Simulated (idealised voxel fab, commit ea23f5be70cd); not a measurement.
Process module heading - voxel transistor to metal
FYI the section here is cut, 155 nm wide, cells are 5 nm squares.
Square cells in a grid make up a cross-section in this document, and the grid is given as bands, listed from the top down, each one or more rows of cells.
In this notation a band is specified by the heights of its top and bottom, in that order and in nm, after which its materials appear from left to right, each paired with its width in nm. The word "everywhere" attached to a single material means that material fills the band from edge to edge; the word "air" stands for empty space.
Below 0: as-received wafer, all one material; heights counted from there. Lowest band: no bottom, goes on down, written "from 0 down".
So if you see something like "30..40" for the width, read it as the top row of the band sitting at the first number and the bottom row at the second, with every row in between moving by the same amount as the last.
Step marked "stayed the same"? Then no cell in the cross-section changed in it.
What "Enclosed void catalog" gives you is every empty space of 8 cells or more that is cut off from the top. Each appears as width x height at distance, with the distance taken from the left edge and width, height and distance all in nm.
On a step's line, text after the settings is the simulator commenting on that step.
overlay nm: for a step with a mask, the amount by which the mask lay right of where it was planned; a negative amount means left of it.

THESE ARE THE STEPS WE PLANNED FOR THE PROCESS
step 1: RECEIVE: material Si
step 2: OXIDIZE: depth nm 5
step 3: CONFORMAL_DEP: material SiN, thk nm 15
step 4: DIRECTIONAL_DEP: material aC, thk nm 10
step 5: PATTERN: tone cover, mask id ACTIVE, material resist, width nm 105, thk nm 25, overlay nm 0
step 6: DIRECTIONAL_ETCH: etch materials aC, depth nm 10
step 7: STRIP: etch materials resist
step 8: DIRECTIONAL_ETCH: etch materials SiN, depth nm 15
step 9: DIRECTIONAL_ETCH: etch materials SiO2, depth nm 5
step 10: DIRECTIONAL_ETCH: etch materials Si, depth nm 30
step 11: STRIP: etch materials aC
step 12: OXIDIZE: depth nm 5
step 13: FILL_DEP: material SiO2, thk nm 15
step 14: CMP: height nm 15
step 15: SELECTIVE_ETCH: etch materials SiO2, depth nm 15
step 16: STRIP: etch materials SiN
step 17: SELECTIVE_ETCH: etch materials SiO2, depth nm 5
step 18: OXIDIZE: depth nm 5
step 19: DIRECTIONAL_DEP: material polySi, thk nm 25
step 20: DIRECTIONAL_DEP: material SiCN, thk nm 10
step 21: PATTERN: tone cover, mask id GATE, material resist, width nm 15, thk nm 15, overlay nm 0
step 22: DIRECTIONAL_ETCH: etch materials SiCN, depth nm 20
step 23: DIRECTIONAL_ETCH: etch materials polySi, depth nm 35
step 24: STRIP: etch materials resist
step 25: CONFORMAL_DEP: material SiN, thk nm 10
step 26: DIRECTIONAL_ETCH: etch materials SiN, depth nm 10
step 27: DIRECTIONAL_ETCH: etch materials SiO2, depth nm 5
step 28: EPI: material nSi, thk nm 5
step 29: FILL_DEP: material SiO2, thk nm 10
step 30: CMP: height nm 30
step 31: DIRECTIONAL_DEP: material SiO2, thk nm 10
step 32: PATTERN: tone open, mask id CONTACT, material resist, width nm 30, pitch nm 55, thk nm 20, overlay nm 0
step 33: DIRECTIONAL_ETCH: etch materials SiO2, depth nm 45
step 34: STRIP: etch materials resist
step 35: CONFORMAL_DEP: material TiN, thk nm 5
step 36: FILL_DEP: material Ru, thk nm 5
step 37: CMP: height nm 40
step 38: DIRECTIONAL_DEP: material TiN, thk nm 5
step 39: DIRECTIONAL_DEP: material Ru, thk nm 15
step 40: PATTERN: tone cover, mask id METAL_1, material resist, width nm 20, pitch nm 65, thk nm 15, overlay nm 0
step 41: DIRECTIONAL_ETCH: etch materials Ru, depth nm 15
step 42: DIRECTIONAL_ETCH: etch materials TiN, depth nm 5
step 43: STRIP: etch materials resist
step 44: CONFORMAL_DEP: material SiN, thk nm 5
step 45: FILL_DEP: material SiO2, thk nm 5
step 46: CMP: height nm 60
step 47: CONFORMAL_DEP: material SiCN, thk nm 5
step 48: DIRECTIONAL_DEP: material SiO2, thk nm 35
step 49: DIRECTIONAL_DEP: material aC, thk nm 10
step 50: PATTERN: tone open, mask id METAL_2_HOLES, material resist, width nm 15, pitch nm 65, thk nm 30, overlay nm 0
step 51: DIRECTIONAL_ETCH: etch materials aC, depth nm 10
step 52: STRIP: etch materials resist
step 53: DIRECTIONAL_ETCH: etch materials SiO2, depth nm 35
step 54: STRIP: etch materials aC
step 55: DIRECTIONAL_DEP: material aC, thk nm 15
step 56: PATTERN: tone open, mask id METAL_2, material resist, width nm 20, pitch nm 65, thk nm 35, overlay nm 0
step 57: DIRECTIONAL_ETCH: etch materials aC, depth nm 15
step 58: STRIP: etch materials resist
step 59: DIRECTIONAL_ETCH: etch materials SiO2, depth nm 20
step 60: DIRECTIONAL_ETCH: etch materials SiCN, depth nm 5
step 61: STRIP: etch materials aC
step 62: CONFORMAL_DEP: material TiN, thk nm 5
step 63: FILL_DEP: material Ru, thk nm 5
step 64: CMP: height nm 100
step 65: CONFORMAL_DEP: material SiN, thk nm 5

THE FIRST WAFER OF TWO, PROCESSED AS PLANNED

SO THIS IS THE INCOMING WAFER IN CROSS-SECTION - IT'S ALREADY BEEN THROUGH STEP 1
- from 0 down | Si everywhere
- Enclosed void catalog: none

HOW THE WAFER STANDS IN SECTION AFTER STEP 2
- from 0 to -5 | SiO2 everywhere
- All layers under -5 are left as they were.

HOW THE WAFER STANDS IN SECTION AFTER STEP 3
- from 15 to 0 | SiN everywhere
- All layers under 0 are left as they were.

HOW THE WAFER STANDS IN SECTION AFTER STEP 4
- from 25 to 15 | aC everywhere
- All layers under 15 are left as they were.

HOW THE WAFER STANDS IN SECTION AFTER STEP 5
- from 50 to 25 | 25 of air, 105 of resist, 25 of air
- All layers under 25 are left as they were.

HOW THE WAFER STANDS IN SECTION AFTER STEP 6
- from 40 to 25 | 25 of air, 105 of resist, 25 of air
- from 25 to 15 | 25 of air, 105 of aC, 25 of air
- All layers under 15 are left as they were.

HOW THE WAFER STANDS IN SECTION AFTER STEP 7
- from 25 to 15 | 25 of air, 105 of aC, 25 of air
- All layers under 15 are left as they were.

HOW THE WAFER STANDS IN SECTION AFTER STEP 8
- from 25 to 15 | 25 of air, 105 of aC, 25 of air
- from 15 to 0 | 25 of air, 105 of SiN, 25 of air
- All layers under 0 are left as they were.

HOW THE WAFER STANDS IN SECTION AFTER STEP 9
- from 25 to 15 | 25 of air, 105 of aC, 25 of air
- from 15 to 0 | 25 of air, 105 of SiN, 25 of air
- from 0 to -5 | 25 of air, 105 of SiO2, 25 of air
- All layers under -5 are left as they were.

HOW THE WAFER STANDS IN SECTION AFTER STEP 10
- from 25 to 15 | 25 of air, 105 of aC, 25 of air
- from 15 to 0 | 25 of air, 105 of SiN, 25 of air
- from 0 to -5 | 25 of air, 105 of SiO2, 25 of air
- from -5 to -35 | 25 of air, 105 of Si, 25 of air
- All layers under -35 are left as they were.

HOW THE WAFER STANDS IN SECTION AFTER STEP 11
- from 15 to 0 | 25 of air, 105 of SiN, 25 of air
- All layers under 0 are left as they were.

HOW THE WAFER STANDS IN SECTION AFTER STEP 12
- from 15 to 0 | 25 of air, 105 of SiN, 25 of air
- from 0 to -5 | 25 of air, 105 of SiO2, 25 of air
- from -5 to -35 | 25 of air, 5 of SiO2, 95 of Si, 5 of SiO2, 25 of air
- from -35 to -40 | 30 of SiO2, 95 of Si, 30 of SiO2
- All layers under -40 are left as they were.

HOW THE WAFER STANDS IN SECTION AFTER STEP 13
- from 30 to 15 | SiO2 everywhere
- from 15 to 0 | 25 of SiO2, 105 of SiN, 25 of SiO2
- from 0 to -5 | SiO2 everywhere
- from -5 to -40 | 30 of SiO2, 95 of Si, 30 of SiO2
- All layers under -40 are left as they were.

HOW THE WAFER STANDS IN SECTION AFTER STEP 14
- from 15 to 0 | 25 of SiO2, 105 of SiN, 25 of SiO2
- All layers under 0 are left as they were.

HOW THE WAFER STANDS IN SECTION AFTER STEP 15
- from 15 to 0 | 25 of air, 105 of SiN, 25 of air
- All layers under 0 are left as they were.

HOW THE WAFER STANDS IN SECTION AFTER STEP 16
- from 0 to -5 | SiO2 everywhere
- All layers under -5 are left as they were.

HOW THE WAFER STANDS IN SECTION AFTER STEP 17
- from -5 to -40 | 30 of SiO2, 95 of Si, 30 of SiO2
- All layers under -40 are left as they were.

HOW THE WAFER STANDS IN SECTION AFTER STEP 18
- from -5 to -10 | SiO2 everywhere
- All layers under -10 are left as they were.

HOW THE WAFER STANDS IN SECTION AFTER STEP 19
- from 20 to -5 | polySi everywhere
- All layers under -5 are left as they were.

HOW THE WAFER STANDS IN SECTION AFTER STEP 20
- from 30 to 20 | SiCN everywhere
- All layers under 20 are left as they were.

HOW THE WAFER STANDS IN SECTION AFTER STEP 21
- from 45 to 30 | 70 of air, 15 of resist, 70 of air
- All layers under 30 are left as they were.

HOW THE WAFER STANDS IN SECTION AFTER STEP 22
- from 45 to 30 | 70 of air, 15 of resist, 70 of air
- from 30 to 20 | 70 of air, 15 of SiCN, 70 of air
- All layers under 20 are left as they were.

HOW THE WAFER STANDS IN SECTION AFTER STEP 23
- from 45 to 30 | 70 of air, 15 of resist, 70 of air
- from 30 to 20 | 70 of air, 15 of SiCN, 70 of air
- from 20 to -5 | 70 of air, 15 of polySi, 70 of air
- All layers under -5 are left as they were.

HOW THE WAFER STANDS IN SECTION AFTER STEP 24
- from 30 to 20 | 70 of air, 15 of SiCN, 70 of air
- All layers under 20 are left as they were.

HOW THE WAFER STANDS IN SECTION AFTER STEP 25
- from 40 to 30 | 60 of air, 35 of SiN, 60 of air
- from 30 to 20 | 60 of air, 10 of SiN, 15 of SiCN, 10 of SiN, 60 of air
- from 20 to 5 | 60 of air, 10 of SiN, 15 of polySi, 10 of SiN, 60 of air
- from 5 to -5 | 70 of SiN, 15 of polySi, 70 of SiN
- All layers under -5 are left as they were.

HOW THE WAFER STANDS IN SECTION AFTER STEP 26
- from 30 to 20 | 60 of air, 10 of SiN, 15 of SiCN, 10 of SiN, 60 of air
- from 20 to -5 | 60 of air, 10 of SiN, 15 of polySi, 10 of SiN, 60 of air
- All layers under -5 are left as they were.

HOW THE WAFER STANDS IN SECTION AFTER STEP 27
- from 30 to 20 | 60 of air, 10 of SiN, 15 of SiCN, 10 of SiN, 60 of air
- from 20 to -5 | 60 of air, 10 of SiN, 15 of polySi, 10 of SiN, 60 of air
- from -5 to -10 | 60 of air, 35 of SiO2, 60 of air
- All layers under -10 are left as they were.

HOW THE WAFER STANDS IN SECTION AFTER STEP 28
- from 30 to 20 | 60 of air, 10 of SiN, 15 of SiCN, 10 of SiN, 60 of air
- from 20 to -5 | 60 of air, 10 of SiN, 15 of polySi, 10 of SiN, 60 of air
- from -5 to -10 | 25 of air, 35 of nSi, 35 of SiO2, 35 of nSi, 25 of air
- All layers under -10 are left as they were.

HOW THE WAFER STANDS IN SECTION AFTER STEP 29
- from 40 to 30 | SiO2 everywhere
- from 30 to 20 | 60 of SiO2, 10 of SiN, 15 of SiCN, 10 of SiN, 60 of SiO2
- from 20 to -5 | 60 of SiO2, 10 of SiN, 15 of polySi, 10 of SiN, 60 of SiO2
- from -5 to -10 | 25 of SiO2, 35 of nSi, 35 of SiO2, 35 of nSi, 25 of SiO2
- All layers under -10 are left as they were.

HOW THE WAFER STANDS IN SECTION AFTER STEP 30
- from 30 to 20 | 60 of SiO2, 10 of SiN, 15 of SiCN, 10 of SiN, 60 of SiO2
- All layers under 20 are left as they were.

HOW THE WAFER STANDS IN SECTION AFTER STEP 31
- from 40 to 30 | SiO2 everywhere
- All layers under 30 are left as they were.

HOW THE WAFER STANDS IN SECTION AFTER STEP 32
- from 60 to 40 | 35 of resist, 30 of air, 25 of resist, 30 of air, 35 of resist
- All layers under 40 are left as they were.

HOW THE WAFER STANDS IN SECTION AFTER STEP 33
- from 60 to 40 | 35 of resist, 30 of air, 25 of resist, 30 of air, 35 of resist
- from 40 to 30 | 35 of SiO2, 30 of air, 25 of SiO2, 30 of air, 35 of SiO2
- from 30 to 20 | 35 of SiO2, 25 of air, 10 of SiN, 15 of SiCN, 10 of SiN, 25 of air, 35 of SiO2
- from 20 to -5 | 35 of SiO2, 25 of air, 10 of SiN, 15 of polySi, 10 of SiN, 25 of air, 35 of SiO2
- All layers under -5 are left as they were.

HOW THE WAFER STANDS IN SECTION AFTER STEP 34
- from 40 to 30 | 35 of SiO2, 30 of air, 25 of SiO2, 30 of air, 35 of SiO2
- All layers under 30 are left as they were.

HOW THE WAFER STANDS IN SECTION AFTER STEP 35
- from 45 to 40 | 40 of TiN, 20 of air, 35 of TiN, 20 of air, 40 of TiN
- from 40 to 30 | 35 of SiO2, 5 of TiN, 20..15 of air, 5..10 of TiN, 25 of SiO2, 5..10 of TiN, 20..15 of air, 5 of TiN, 35 of SiO2
- from 30 to 20 | 35 of SiO2, 5 of TiN, 15 of air, 5 of TiN, 10 of SiN, 15 of SiCN, 10 of SiN, 5 of TiN, 15 of air, 5 of TiN, 35 of SiO2
- from 20 to 0 | 35 of SiO2, 5 of TiN, 15 of air, 5 of TiN, 10 of SiN, 15 of polySi, 10 of SiN, 5 of TiN, 15 of air, 5 of TiN, 35 of SiO2
- from 0 to -5 | 35 of SiO2, 25 of TiN, 10 of SiN, 15 of polySi, 10 of SiN, 25 of TiN, 35 of SiO2
- All layers under -5 are left as they were.

HOW THE WAFER STANDS IN SECTION AFTER STEP 36
- from 50 to 45 | Ru everywhere
- from 45 to 40 | 40 of TiN, 20 of Ru, 35 of TiN, 20 of Ru, 40 of TiN
- from 40 to 30 | 35 of SiO2, 5 of TiN, 20..15 of Ru, 5..10 of TiN, 25 of SiO2, 5..10 of TiN, 20..15 of Ru, 5 of TiN, 35 of SiO2
- from 30 to 20 | 35 of SiO2, 5 of TiN, 15 of Ru, 5 of TiN, 10 of SiN, 15 of SiCN, 10 of SiN, 5 of TiN, 15 of Ru, 5 of TiN, 35 of SiO2
- from 20 to 0 | 35 of SiO2, 5 of TiN, 15 of Ru, 5 of TiN, 10 of SiN, 15 of polySi, 10 of SiN, 5 of TiN, 15 of Ru, 5 of TiN, 35 of SiO2
- All layers under 0 are left as they were.

HOW THE WAFER STANDS IN SECTION AFTER STEP 37
- from 40 to 30 | 35 of SiO2, 5 of TiN, 20..15 of Ru, 5..10 of TiN, 25 of SiO2, 5..10 of TiN, 20..15 of Ru, 5 of TiN, 35 of SiO2
- All layers under 30 are left as they were.

HOW THE WAFER STANDS IN SECTION AFTER STEP 38
- from 45 to 40 | TiN everywhere
- All layers under 40 are left as they were.

HOW THE WAFER STANDS IN SECTION AFTER STEP 39
- from 60 to 45 | Ru everywhere
- All layers under 45 are left as they were.

HOW THE WAFER STANDS IN SECTION AFTER STEP 40
- from 75 to 60 | 35 of air, 20 of resist, 45 of air, 20 of resist, 35 of air
- All layers under 60 are left as they were.

HOW THE WAFER STANDS IN SECTION AFTER STEP 41
- from 75 to 60 | 35 of air, 20 of resist, 45 of air, 20 of resist, 35 of air
- from 60 to 45 | 35 of air, 20 of Ru, 45 of air, 20 of Ru, 35 of air
- All layers under 45 are left as they were.

HOW THE WAFER STANDS IN SECTION AFTER STEP 42
- from 75 to 60 | 35 of air, 20 of resist, 45 of air, 20 of resist, 35 of air
- from 60 to 45 | 35 of air, 20 of Ru, 45 of air, 20 of Ru, 35 of air
- from 45 to 40 | 35 of air, 20 of TiN, 45 of air, 20 of TiN, 35 of air
- All layers under 40 are left as they were.

HOW THE WAFER STANDS IN SECTION AFTER STEP 43
- from 60 to 45 | 35 of air, 20 of Ru, 45 of air, 20 of Ru, 35 of air
- All layers under 45 are left as they were.

HOW THE WAFER STANDS IN SECTION AFTER STEP 44
- from 65 to 60 | 30 of air, 30 of SiN, 35 of air, 30 of SiN, 30 of air
- from 60 to 45 | 30 of air, 5 of SiN, 20 of Ru, 5 of SiN, 35 of air, 5 of SiN, 20 of Ru, 5 of SiN, 30 of air
- from 45 to 40 | 35 of SiN, 20 of TiN, 45 of SiN, 20 of TiN, 35 of SiN
- All layers under 40 are left as they were.

HOW THE WAFER STANDS IN SECTION AFTER STEP 45
- from 70 to 65 | SiO2 everywhere
- from 65 to 60 | 30 of SiO2, 30 of SiN, 35 of SiO2, 30 of SiN, 30 of SiO2
- from 60 to 45 | 30 of SiO2, 5 of SiN, 20 of Ru, 5 of SiN, 35 of SiO2, 5 of SiN, 20 of Ru, 5 of SiN, 30 of SiO2
- All layers under 45 are left as they were.

HOW THE WAFER STANDS IN SECTION AFTER STEP 46
- from 60 to 45 | 30 of SiO2, 5 of SiN, 20 of Ru, 5 of SiN, 35 of SiO2, 5 of SiN, 20 of Ru, 5 of SiN, 30 of SiO2
- All layers under 45 are left as they were.

HOW THE WAFER STANDS IN SECTION AFTER STEP 47
- from 65 to 60 | SiCN everywhere
- All layers under 60 are left as they were.

HOW THE WAFER STANDS IN SECTION AFTER STEP 48
- from 100 to 65 | SiO2 everywhere
- All layers under 65 are left as they were.

HOW THE WAFER STANDS IN SECTION AFTER STEP 49
- from 110 to 100 | aC everywhere
- All layers under 100 are left as they were.

HOW THE WAFER STANDS IN SECTION AFTER STEP 50
- from 140 to 110 | 35 of resist, 15 of air, 50 of resist, 15 of air, 40 of resist
- All layers under 110 are left as they were.

HOW THE WAFER STANDS IN SECTION AFTER STEP 51
- from 130 to 110 | 35 of resist, 15 of air, 50 of resist, 15 of air, 40 of resist
- from 110 to 100 | 35 of aC, 15 of air, 50 of aC, 15 of air, 40 of aC
- All layers under 100 are left as they were.

HOW THE WAFER STANDS IN SECTION AFTER STEP 52
- from 110 to 100 | 35 of aC, 15 of air, 50 of aC, 15 of air, 40 of aC
- All layers under 100 are left as they were.

HOW THE WAFER STANDS IN SECTION AFTER STEP 53
- from 110 to 100 | 35 of aC, 15 of air, 50 of aC, 15 of air, 40 of aC
- from 100 to 65 | 35 of SiO2, 15 of air, 50 of SiO2, 15 of air, 40 of SiO2
- All layers under 65 are left as they were.

HOW THE WAFER STANDS IN SECTION AFTER STEP 54
- from 100 to 65 | 35 of SiO2, 15 of air, 50 of SiO2, 15 of air, 40 of SiO2
- All layers under 65 are left as they were.

HOW THE WAFER STANDS IN SECTION AFTER STEP 55
- from 115 to 100 | 35 of aC, 15 of air, 50 of aC, 15 of air, 40 of aC
- from 100 to 80 | 35 of SiO2, 15 of air, 50 of SiO2, 15 of air, 40 of SiO2
- from 80 to 65 | 35 of SiO2, 15 of aC, 50 of SiO2, 15 of aC, 40 of SiO2
- All layers under 65 are left as they were.

HOW THE WAFER STANDS IN SECTION AFTER STEP 56
- from 150 to 115 | 35 of resist, 20 of air, 45 of resist, 20 of air, 35 of resist
- All layers under 115 are left as they were.

HOW THE WAFER STANDS IN SECTION AFTER STEP 57
- from 135 to 115 | 35 of resist, 20 of air, 45 of resist, 20 of air, 35 of resist
- from 115 to 100 | 35 of aC, 20 of air, 45 of aC, 20 of air, 35 of aC
- from 100 to 65 | 35 of SiO2, 15 of air, 50 of SiO2, 15 of air, 40 of SiO2
- All layers under 65 are left as they were.

HOW THE WAFER STANDS IN SECTION AFTER STEP 58
- from 115 to 100 | 35 of aC, 20 of air, 45 of aC, 20 of air, 35 of aC
- All layers under 100 are left as they were.

HOW THE WAFER STANDS IN SECTION AFTER STEP 59
- from 115 to 100 | 35 of aC, 20 of air, 45 of aC, 20 of air, 35 of aC
- from 100 to 80 | 35 of SiO2, 20 of air, 45 of SiO2, 20 of air, 35 of SiO2
- All layers under 80 are left as they were.

HOW THE WAFER STANDS IN SECTION AFTER STEP 60
- from 115 to 100 | 35 of aC, 20 of air, 45 of aC, 20 of air, 35 of aC
- from 100 to 80 | 35 of SiO2, 20 of air, 45 of SiO2, 20 of air, 35 of SiO2
- from 80 to 65 | 35 of SiO2, 15 of air, 50 of SiO2, 15 of air, 40 of SiO2
- from 65 to 60 | 35 of SiCN, 15 of air, 50 of SiCN, 15 of air, 40 of SiCN
- All layers under 60 are left as they were.

HOW THE WAFER STANDS IN SECTION AFTER STEP 61
- from 100 to 80 | 35 of SiO2, 20 of air, 45 of SiO2, 20 of air, 35 of SiO2
- All layers under 80 are left as they were.

HOW THE WAFER STANDS IN SECTION AFTER STEP 62
- from 105 to 100 | 40 of TiN, 10 of air, 55 of TiN, 10 of air, 40 of TiN
- from 100 to 85 | 35 of SiO2, 5 of TiN, 10 of air, 5 of TiN, 45 of SiO2, 5 of TiN, 10 of air, 5 of TiN, 35 of SiO2
- from 85 to 80 | 35 of SiO2, 5 of TiN, 5 of air, 10 of TiN, 45 of SiO2, 5 of TiN, 5 of air, 10 of TiN, 35 of SiO2
- from 80 to 65 | 35 of SiO2, 5 of TiN, 5 of air, 5 of TiN, 50 of SiO2, 5 of TiN, 5 of air, 5 of TiN, 40 of SiO2
- from 65 to 60 | 35 of SiCN, 15 of TiN, 50 of SiCN, 15 of TiN, 40 of SiCN
- All layers under 60 are left as they were.

HOW THE WAFER STANDS IN SECTION AFTER STEP 63
- from 110 to 105 | Ru everywhere
- from 105 to 100 | 40 of TiN, 10 of Ru, 55 of TiN, 10 of Ru, 40 of TiN
- from 100 to 85 | 35 of SiO2, 5 of TiN, 10 of Ru, 5 of TiN, 45 of SiO2, 5 of TiN, 10 of Ru, 5 of TiN, 35 of SiO2
- from 85 to 80 | 35 of SiO2, 5 of TiN, 5 of Ru, 10 of TiN, 45 of SiO2, 5 of TiN, 5 of Ru, 10 of TiN, 35 of SiO2
- from 80 to 65 | 35 of SiO2, 5 of TiN, 5 of Ru, 5 of TiN, 50 of SiO2, 5 of TiN, 5 of Ru, 5 of TiN, 40 of SiO2
- All layers under 65 are left as they were.

HOW THE WAFER STANDS IN SECTION AFTER STEP 64
- from 100 to 85 | 35 of SiO2, 5 of TiN, 10 of Ru, 5 of TiN, 45 of SiO2, 5 of TiN, 10 of Ru, 5 of TiN, 35 of SiO2
- All layers under 85 are left as they were.

HOW THE WAFER STANDS IN SECTION AFTER STEP 65
- from 105 to 100 | SiN everywhere
- All layers under 100 are left as they were.

THE SECOND WAFER: IDENTICAL TO THE FIRST AT THE OUTSET AND IN ITS PLANNED SEQUENCE, DIFFERING ONLY IN THAT ONE MISTAKE WAS MADE DURING PROCESSING; UP TO AND INCLUDING STEP 39, ITS PATH IS THE FIRST WAFER'S PATH

PLANNED END OF STEP 40: SECOND WAFER, CROSS-SECTION
- from 75 to 60 | 35 of resist, 20 of air, 45 of resist, 20 of air, 35 of resist
- All layers under 60 are left as they were.

PLANNED END OF STEP 41: SECOND WAFER, CROSS-SECTION
- from 75 to 60 | 35 of resist, 20 of air, 45 of resist, 20 of air, 35 of resist
- from 60 to 45 | 35 of Ru, 20 of air, 45 of Ru, 20 of air, 35 of Ru
- All layers under 45 are left as they were.

PLANNED END OF STEP 42: SECOND WAFER, CROSS-SECTION
- from 75 to 60 | 35 of resist, 20 of air, 45 of resist, 20 of air, 35 of resist
- from 60 to 45 | 35 of Ru, 20 of air, 45 of Ru, 20 of air, 35 of Ru
- from 45 to 40 | 35 of TiN, 20 of air, 45 of TiN, 20 of air, 35 of TiN
- All layers under 40 are left as they were.

PLANNED END OF STEP 43: SECOND WAFER, CROSS-SECTION
- from 60 to 45 | 35 of Ru, 20 of air, 45 of Ru, 20 of air, 35 of Ru
- All layers under 45 are left as they were.

PLANNED END OF STEP 44: SECOND WAFER, CROSS-SECTION
- from 65 to 60 | 40 of SiN, 10 of air, 55 of SiN, 10 of air, 40 of SiN
- from 60 to 45 | 35 of Ru, 5 of SiN, 10 of air, 5 of SiN, 45 of Ru, 5 of SiN, 10 of air, 5 of SiN, 35 of Ru
- from 45 to 40 | 35 of TiN, 20 of SiN, 45 of TiN, 20 of SiN, 35 of TiN
- All layers under 40 are left as they were.

PLANNED END OF STEP 45: SECOND WAFER, CROSS-SECTION
- from 70 to 65 | SiO2 everywhere
- from 65 to 60 | 40 of SiN, 10 of SiO2, 55 of SiN, 10 of SiO2, 40 of SiN
- from 60 to 45 | 35 of Ru, 5 of SiN, 10 of SiO2, 5 of SiN, 45 of Ru, 5 of SiN, 10 of SiO2, 5 of SiN, 35 of Ru
- All layers under 45 are left as they were.

PLANNED END OF STEP 46: SECOND WAFER, CROSS-SECTION
- from 60 to 45 | 35 of Ru, 5 of SiN, 10 of SiO2, 5 of SiN, 45 of Ru, 5 of SiN, 10 of SiO2, 5 of SiN, 35 of Ru
- All layers under 45 are left as they were.

PLANNED END OF STEP 47: SECOND WAFER, CROSS-SECTION
- from 65 to 60 | SiCN everywhere
- All layers under 60 are left as they were.

PLANNED END OF STEP 48: SECOND WAFER, CROSS-SECTION
- from 100 to 65 | SiO2 everywhere
- All layers under 65 are left as they were.

PLANNED END OF STEP 49: SECOND WAFER, CROSS-SECTION
- from 110 to 100 | aC everywhere
- All layers under 100 are left as they were.

PLANNED END OF STEP 50: SECOND WAFER, CROSS-SECTION
- from 140 to 110 | 35 of resist, 15 of air, 50 of resist, 15 of air, 40 of resist
- All layers under 110 are left as they were.

PLANNED END OF STEP 51: SECOND WAFER, CROSS-SECTION
- from 130 to 110 | 35 of resist, 15 of air, 50 of resist, 15 of air, 40 of resist
- from 110 to 100 | 35 of aC, 15 of air, 50 of aC, 15 of air, 40 of aC
- All layers under 100 are left as they were.

PLANNED END OF STEP 52: SECOND WAFER, CROSS-SECTION
- from 110 to 100 | 35 of aC, 15 of air, 50 of aC, 15 of air, 40 of aC
- All layers under 100 are left as they were.

PLANNED END OF STEP 53: SECOND WAFER, CROSS-SECTION
- from 110 to 100 | 35 of aC, 15 of air, 50 of aC, 15 of air, 40 of aC
- from 100 to 65 | 35 of SiO2, 15 of air, 50 of SiO2, 15 of air, 40 of SiO2
- All layers under 65 are left as they were.

PLANNED END OF STEP 54: SECOND WAFER, CROSS-SECTION
- from 100 to 65 | 35 of SiO2, 15 of air, 50 of SiO2, 15 of air, 40 of SiO2
- All layers under 65 are left as they were.

PLANNED END OF STEP 55: SECOND WAFER, CROSS-SECTION
- from 115 to 100 | 35 of aC, 15 of air, 50 of aC, 15 of air, 40 of aC
- from 100 to 80 | 35 of SiO2, 15 of air, 50 of SiO2, 15 of air, 40 of SiO2
- from 80 to 65 | 35 of SiO2, 15 of aC, 50 of SiO2, 15 of aC, 40 of SiO2
- All layers under 65 are left as they were.

PLANNED END OF STEP 56: SECOND WAFER, CROSS-SECTION
- from 150 to 115 | 35 of resist, 20 of air, 45 of resist, 20 of air, 35 of resist
- All layers under 115 are left as they were.

PLANNED END OF STEP 57: SECOND WAFER, CROSS-SECTION
- from 135 to 115 | 35 of resist, 20 of air, 45 of resist, 20 of air, 35 of resist
- from 115 to 100 | 35 of aC, 20 of air, 45 of aC, 20 of air, 35 of aC
- from 100 to 65 | 35 of SiO2, 15 of air, 50 of SiO2, 15 of air, 40 of SiO2
- All layers under 65 are left as they were.

PLANNED END OF STEP 58: SECOND WAFER, CROSS-SECTION
- from 115 to 100 | 35 of aC, 20 of air, 45 of aC, 20 of air, 35 of aC
- All layers under 100 are left as they were.

PLANNED END OF STEP 59: SECOND WAFER, CROSS-SECTION
- from 115 to 100 | 35 of aC, 20 of air, 45 of aC, 20 of air, 35 of aC
- from 100 to 80 | 35 of SiO2, 20 of air, 45 of SiO2, 20 of air, 35 of SiO2
- All layers under 80 are left as they were.

PLANNED END OF STEP 60: SECOND WAFER, CROSS-SECTION
- from 115 to 100 | 35 of aC, 20 of air, 45 of aC, 20 of air, 35 of aC
- from 100 to 80 | 35 of SiO2, 20 of air, 45 of SiO2, 20 of air, 35 of SiO2
- from 80 to 65 | 35 of SiO2, 15 of air, 50 of SiO2, 15 of air, 40 of SiO2
- from 65 to 60 | 35 of SiCN, 15 of air, 50 of SiCN, 15 of air, 40 of SiCN
- All layers under 60 are left as they were.

PLANNED END OF STEP 61: SECOND WAFER, CROSS-SECTION
- from 100 to 80 | 35 of SiO2, 20 of air, 45 of SiO2, 20 of air, 35 of SiO2
- All layers under 80 are left as they were.

PLANNED END OF STEP 62: SECOND WAFER, CROSS-SECTION
- from 105 to 100 | 40 of TiN, 10 of air, 55 of TiN, 10 of air, 40 of TiN
- from 100 to 85 | 35 of SiO2, 5 of TiN, 10 of air, 5 of TiN, 45 of SiO2, 5 of TiN, 10 of air, 5 of TiN, 35 of SiO2
- from 85 to 80 | 35 of SiO2, 5 of TiN, 5 of air, 10 of TiN, 45 of SiO2, 5 of TiN, 5 of air, 10 of TiN, 35 of SiO2
- from 80 to 65 | 35 of SiO2, 5 of TiN, 5 of air, 5 of TiN, 50 of SiO2, 5 of TiN, 5 of air, 5 of TiN, 40 of SiO2
- from 65 to 60 | 35 of SiCN, 15 of TiN, 50 of SiCN, 15 of TiN, 40 of SiCN
- All layers under 60 are left as they were.

PLANNED END OF STEP 63: SECOND WAFER, CROSS-SECTION
- from 110 to 105 | Ru everywhere
- from 105 to 100 | 40 of TiN, 10 of Ru, 55 of TiN, 10 of Ru, 40 of TiN
- from 100 to 85 | 35 of SiO2, 5 of TiN, 10 of Ru, 5 of TiN, 45 of SiO2, 5 of TiN, 10 of Ru, 5 of TiN, 35 of SiO2
- from 85 to 80 | 35 of SiO2, 5 of TiN, 5 of Ru, 10 of TiN, 45 of SiO2, 5 of TiN, 5 of Ru, 10 of TiN, 35 of SiO2
- from 80 to 65 | 35 of SiO2, 5 of TiN, 5 of Ru, 5 of TiN, 50 of SiO2, 5 of TiN, 5 of Ru, 5 of TiN, 40 of SiO2
- All layers under 65 are left as they were.

PLANNED END OF STEP 64: SECOND WAFER, CROSS-SECTION
- from 100 to 85 | 35 of SiO2, 5 of TiN, 10 of Ru, 5 of TiN, 45 of SiO2, 5 of TiN, 10 of Ru, 5 of TiN, 35 of SiO2
- All layers under 85 are left as they were.

PLANNED END OF STEP 65: SECOND WAFER, CROSS-SECTION
- from 105 to 100 | SiN everywhere
- All layers under 100 are left as they were.
Which mistake was made when the wafer was run? not per plan at step 40, really ran PATTERN: tone open, mask id METAL_1, material resist, width nm 20, pitch nm 65, thk nm 15, overlay nm 0
Counted in cells at the end, the second wafer holds more or fewer of these materials than the first: +45 Ru; -15 SiN; -45 SiO2; +15 TiN
